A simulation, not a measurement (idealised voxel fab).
Process module name: voxel spacer lines
The width of the displayed cross-section, cut, is 270 nm; its cells are square, with a size of 5 nm.
In what follows, cross-sections appear as grids of square cells, described through bands that run from the top down, where every band is one or more rows of cells. Read a band's entry like this: the first values are the height of its top and the height of its bottom in nm, and what follows is the sequence of materials from left to right, each with its width in nm. Note that "blank" is empty space, and that a single material marked "everywhere" reaches across the band from edge to edge. Counting heights begins at 0, where everything beneath is, in the wafer as received, one material. The lowest band has no bottom; it goes on downwards, as "z 0 and below" shows. The expression "30..40" gives the width at the extremes of the band, the first number at its top row of cells and the second at its bottom row, with the width changing by equal amounts from each row to the next in between. "nothing was modified" after a step means that no cell of the cross-section changed. In the "Sealed-off cavities" entry, you get each enclosed empty space of 8 cells or more, one with no open way to the top, written width x height at distance, distance from the left edge, in nm. Text after the settings on a step's line: the simulator's own remark on that step. "overlay nm" on a masked step: distance the mask lay right of its planned place, negative for left.

### Steps in the process plan
1: RECEIVE,material Si
2: CONFORMAL_DEP,material SiO2,thk nm 10
3: DIRECTIONAL_DEP,material W,thk nm 20
4: DIRECTIONAL_DEP,material polySi,thk nm 25
5: PATTERN,tone cover,mask id MANDREL,material resist,width nm 15,pitch nm 60,thk nm 35,overlay nm 0
6: DIRECTIONAL_ETCH,etch materials polySi,depth nm 25
7: STRIP,etch materials resist
8: CONFORMAL_DEP,material SiN,thk nm 15
9: DIRECTIONAL_ETCH,etch materials SiN,depth nm 15
10: STRIP,etch materials polySi
11: DIRECTIONAL_ETCH,etch materials W,depth nm 20
12: STRIP,etch materials SiN
13: FILL_DEP,material lowk,thk nm 5
14: CMP,height nm 30

### Cross-section of the wafer as it came to us, i.e., already through step 1
- z 0 and below | Si everywhere
- Sealed-off cavities: none

### End-of-module cross-section. Starting structure and process plan as above; one mistake made in running it
- z 30 to 10 | 50 nm lowk; 15 nm W; 20 nm lowk; 15 nm W; 10 nm lowk; 15 nm W; 20 nm lowk; 15 nm W; 10 nm lowk; 15 nm W; 20 nm lowk; 15 nm W; 50 nm lowk
- z 10 to 0 | SiO2 everywhere
- z 0 and below | Si everywhere
- Sealed-off cavities: none
Plan not followed: step 5 ran differently from the plan; actual operation with settings: PATTERN,tone cover,mask id MANDREL,material resist,width nm 20,pitch nm 60,thk nm 35,overlay nm 0
